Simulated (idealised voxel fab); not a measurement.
Title: Process Module voxel self aligned contacts
FYI the section here is cut, 185 nm wide, cells are 5 nm squares.
The cross-sections in this document take the form of a grid made of square cells. They are written out as bands, in order from top to bottom. Each band consists of one or more rows of cells.
Look at the band entry: it leads with the top's height and the bottom's height in nm. Then it lists the materials left to right, with a width in nm for each. The word "everywhere" on a single material says that material fills the band edge to edge. The word "empty" is empty space.
Below 0: as-received wafer, all one material; heights counted from there. Lowest band: no bottom, goes on down, written "0 -> down".
Width: "30..40" (first number = top row, second number = bottom row, same change from row to row of cells).
The cross-section has no changed cell in any step marked "same as before".
Unvented internal voids: empty space of 8 cells or more with no open way to the top, each as width x height at its distance from the left edge, in nm
Heads up: the bit after the settings on a step's line is the simulator's remark on that step.
A step line may carry the setting "overlay nm", which, for steps involving a mask, states the distance by which the mask lay to the right of its intended position; negative values denote displacement to the left.

Process steps foreseen in the plan:
| 1 | RECEIVE | material Si |
| 2 | CONFORMAL_DEP | material SiO2 | thk nm 5 |
| 3 | DIRECTIONAL_DEP | material polySi | thk nm 25 |
| 4 | DIRECTIONAL_DEP | material SiN | thk nm 20 |
| 5 | PATTERN | tone cover | mask id GATE | material resist | width nm 25 | pitch nm 60 | thk nm 20 | overlay nm 0 |
| 6 | DIRECTIONAL_ETCH | etch materials SiN | depth nm 20 |
| 7 | DIRECTIONAL_ETCH | etch materials polySi | depth nm 25 |
| 8 | STRIP | etch materials resist |
| 9 | CONFORMAL_DEP | material SiN | thk nm 5 |
| 10 | DIRECTIONAL_ETCH | etch materials SiN | depth nm 5 |
| 11 | FILL_DEP | material SiO2 | thk nm 20 |
| 12 | CMP | height nm 60 |
| 13 | PATTERN | tone open | mask id CONTACT | material resist | width nm 45 | pitch nm 60 | thk nm 15 | overlay nm 0 |
| 14 | DIRECTIONAL_ETCH | etch materials SiO2 | depth nm 60 |
| 15 | STRIP | etch materials resist |
| 16 | CONFORMAL_DEP | material TiN | thk nm 5 |
| 17 | FILL_DEP | material Ru | thk nm 10 |
| 18 | CMP | height nm 60 |
| 19 | CONFORMAL_DEP | material SiCN | thk nm 5 |

Wafer at receipt (post step 1), cross-section:
- 0 -> down: Si everywhere
- Unvented internal voids: none

Starting structure and process plan are as shown above, but one mistake was made in running the module; the wafer cross-section at the end of the module follows:
- 70 -> 65: SiCN everywhere
- 65 -> 60: TiN (45) | Ru (35) | TiN (25) | Ru (35) | TiN (45)
- 60 -> 50: SiO2 (40) | TiN (5..15) | Ru (35..15) | TiN (5..15) | SiO2 (15) | TiN (5..15) | Ru (35..15) | TiN (5..15) | SiO2 (40)
- 50 -> 30: SiO2 (15) | SiN (35) | TiN (5) | Ru (15) | TiN (5) | SiN (35) | TiN (5) | Ru (15) | TiN (5) | SiN (35) | SiO2 (15)
- 30 -> 5: SiO2 (15) | SiN (5) | polySi (25) | SiN (5) | TiN (5) | Ru (15) | TiN (5) | SiN (5) | polySi (25) | SiN (5) | TiN (5) | Ru (15) | TiN (5) | SiN (5) | polySi (25) | SiN (5) | SiO2 (15)
- 5 -> 0: SiO2 (50) | TiN (25) | SiO2 (35) | TiN (25) | SiO2 (50)
- 0 -> down: Si everywhere
- Unvented internal voids: none
Deviation noted in wafer processing: step 18 did not happen as planned, as run it was CMP | height nm 65
